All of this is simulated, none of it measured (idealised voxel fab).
Process module under the name voxel transistor to metal
Xsec cut, 185 nm wide, square cell size 5 nm.
When this document writes out a cross-section, it uses a grid of square cells and lists it as bands, beginning at the top and moving down, with a band standing for one or more rows of cells. Top, bottom (nm), then materials left to right with widths (nm); lone material tagged "throughout" fills the whole band edge to edge; "blank" = empty space. It should be noted that heights are counted from 0, beneath which the wafer as supplied is of one material throughout, and that the lowest band possesses no lower boundary but continues downward, as written in "0 nm and below". Read "30->40" as a graded width: first number on top, second number at the bottom, same change between each pair of neighbouring rows. "changes: none" for a step: no cell of the cross-section changed in that step. In the "Cavities, closed" entry, you get each enclosed empty space of 8 cells or more, one with no open way to the top, written width x height at distance, distance from the left edge, in nm. Note: text after step settings on the step line = simulator remark on that step. The setting "overlay nm" may be written on the line of a step. When the step uses a mask, the value reports how far to the right of the planned place the mask lay, and a negative value reports that it lay to the left.
[Below is the list of planned process steps]
- 1: RECEIVE, material Si
- 2: CONFORMAL_DEP, material SiO2, thk nm 5
- 3: CONFORMAL_DEP, material SiN, thk nm 15
- 4: DIRECTIONAL_DEP, material aC, thk nm 15
- 5: PATTERN, tone cover, mask id ACTIVE, material resist, width nm 95, thk nm 30, overlay nm 0
- 6: DIRECTIONAL_ETCH, etch materials aC, depth nm 15
- 7: STRIP, etch materials resist
- 8: DIRECTIONAL_ETCH, etch materials SiN, depth nm 15
- 9: DIRECTIONAL_ETCH, etch materials SiO2, depth nm 5
- 10: DIRECTIONAL_ETCH, etch materials Si, depth nm 35
- 11: STRIP, etch materials aC
- 12: OXIDIZE, depth nm 5
- 13: FILL_DEP, material SiO2, thk nm 10
- 14: CMP, height nm 20
- 15: SELECTIVE_ETCH, etch materials SiO2, depth nm 15
- 16: STRIP, etch materials SiN
- 17: SELECTIVE_ETCH, etch materials SiO2, depth nm 5
- 18: OXIDIZE, depth nm 5
- 19: DIRECTIONAL_DEP, material polySi, thk nm 20
- 20: DIRECTIONAL_DEP, material SiCN, thk nm 10
- 21: MASKED_ETCH, tone cover, mask id GATE, width nm 25, etch materials SiCN, depth nm 20, overlay nm 0
- 22: MASKED_ETCH, tone cover, mask id GATE, width nm 25, etch materials polySi, depth nm 30, overlay nm 0
- 23: CONFORMAL_DEP, material SiN, thk nm 5
- 24: DIRECTIONAL_ETCH, etch materials SiN, depth nm 5
- 25: DIRECTIONAL_ETCH, etch materials SiO2, depth nm 5
- 26: DIRECTIONAL_ETCH, etch materials Si, depth nm 10
- 27: EPI, material SiGe, thk nm 10
- 28: FILL_DEP, material SiO2, thk nm 10
- 29: CMP, height nm 20
- 30: STRIP, etch materials polySi
- 31: SELECTIVE_ETCH, etch materials SiO2, depth nm 5
- 32: CONFORMAL_DEP, material HfO2, thk nm 5
- 33: CONFORMAL_DEP, material TiN, thk nm 5
- 34: FILL_DEP, material W, thk nm 10
- 35: CMP, height nm 15
- 36: DIRECTIONAL_DEP, material SiO2, thk nm 15
- 37: DIRECTIONAL_DEP, material aC, thk nm 15
- 38: PATTERN, tone open, mask id CONTACT, material resist, width nm 15, pitch nm 70, thk nm 35, overlay nm 0
- 39: DIRECTIONAL_ETCH, etch materials aC, depth nm 15
- 40: STRIP, etch materials resist
- 41: DIRECTIONAL_ETCH, etch materials SiO2, depth nm 35
- 42: STRIP, etch materials aC
- 43: CONFORMAL_DEP, material TiN, thk nm 5
- 44: FILL_DEP, material W, thk nm 10
- 45: CMP, height nm 30
- 46: DIRECTIONAL_DEP, material TiN, thk nm 5
- 47: DIRECTIONAL_DEP, material W, thk nm 25
- 48: MASKED_ETCH, tone cover, mask id METAL_1, width nm 15, pitch nm 70, etch materials W, depth nm 25, overlay nm 0
- 49: MASKED_ETCH, tone cover, mask id METAL_1, width nm 15, pitch nm 70, etch materials TiN, depth nm 5, overlay nm 0
- 50: CONFORMAL_DEP, material SiN, thk nm 5
- 51: FILL_DEP, material SiO2, thk nm 10
- 52: CMP, height nm 60
- 53: CONFORMAL_DEP, material SiCN, thk nm 5
[Cross-section of the wafer at receipt, which is the condition after step 1]
* 0 nm and below = Si throughout
* Cavities, closed: none
[End-of-module cross-section of the first of two wafers, processed as planned]
* 65 nm to 60 nm = SiCN throughout
* 60 nm to 35 nm = 45 nm SiO2  5 nm SiN  15 nm W  5 nm SiN  45 nm SiO2  5 nm SiN  15 nm W  5 nm SiN  45 nm SiO2
* 35 nm to 30 nm = 50 nm SiN  15 nm TiN  55 nm SiN  15 nm TiN  50 nm SiN
* 30 nm to 15 nm = 50 nm SiO2  5 nm TiN  5 nm W  5 nm TiN  55 nm SiO2  5 nm TiN  5 nm W  5 nm TiN  50 nm SiO2
* 15 nm to 5 nm = 50 nm SiO2  5 nm TiN  5 nm W  5 nm TiN  10 nm SiO2  5 nm SiN  5 nm HfO2  5 nm TiN  5 nm W  5 nm TiN  5 nm HfO2  5 nm SiN  10 nm SiO2  5 nm TiN  5 nm W  5 nm TiN  50 nm SiO2
* 5 nm to 0 nm = 50 nm SiO2  5 nm TiN  5 nm W  5 nm TiN  10 nm SiGe  5 nm SiN  5 nm HfO2  15 nm TiN  5 nm HfO2  5 nm SiN  10 nm SiGe  5 nm TiN  5 nm W  5 nm TiN  50 nm SiO2
* 0 nm to -5 nm = 50 nm SiO2  15 nm TiN  10 nm SiGe  35 nm HfO2  10 nm SiGe  15 nm TiN  50 nm SiO2
* -5 nm to -15 nm = 50 nm SiO2  25 nm SiGe  35 nm Si  25 nm SiGe  50 nm SiO2
* -15 nm to -40 nm = 50 nm SiO2  85 nm Si  50 nm SiO2
* -40 nm and below = Si throughout
* Cavities, closed: none
[Second wafer through the module, sectioned at the end: same beginning and same plan as the first wafer, with one mistake in carrying it out]
* 65 nm to 60 nm = SiCN throughout
* 60 nm to 35 nm = 45 nm SiO2  5 nm SiN  15 nm W  5 nm SiN  45 nm SiO2  5 nm SiN  15 nm W  5 nm SiN  45 nm SiO2
* 35 nm to 30 nm = 50 nm SiN  15 nm TiN  55 nm SiN  15 nm TiN  50 nm SiN
* 30 nm to 15 nm = 45 nm SiO2  5 nm TiN  15 nm W  5 nm TiN  45 nm SiO2  5 nm TiN  15 nm W  5 nm TiN  45 nm SiO2
* 15 nm to 5 nm = 45 nm SiO2  5 nm TiN  15->10 nm W  5->10 nm TiN  5 nm SiO2  5 nm SiN  5 nm HfO2  5 nm TiN  5 nm W  5 nm TiN  5 nm HfO2  5 nm SiN  5 nm SiO2  5->10 nm TiN  15->10 nm W  5 nm TiN  45 nm SiO2
* 5 nm to 0 nm = 45 nm SiO2  5 nm TiN  10 nm W  5 nm TiN  10 nm SiGe  5 nm SiN  5 nm HfO2  15 nm TiN  5 nm HfO2  5 nm SiN  10 nm SiGe  5 nm TiN  10 nm W  5 nm TiN  45 nm SiO2
* 0 nm to -5 nm = 45 nm SiO2  20 nm TiN  10 nm SiGe  35 nm HfO2  10 nm SiGe  20 nm TiN  45 nm SiO2
* -5 nm to -15 nm = 50 nm SiO2  25 nm SiGe  35 nm Si  25 nm SiGe  50 nm SiO2
* -15 nm to -40 nm = 50 nm SiO2  85 nm Si  50 nm SiO2
* -40 nm and below = Si throughout
* Cavities, closed: none
what went wrong: step 38 ran with different settings than intended, the actual operation and settings being PATTERN, tone open, mask id CONTACT, material resist, width nm 25, pitch nm 70, thk nm 35, overlay nm 0
Materials where the second wafer ends with more or fewer cells than the first: -24 SiO2 | +4 TiN | +20 W
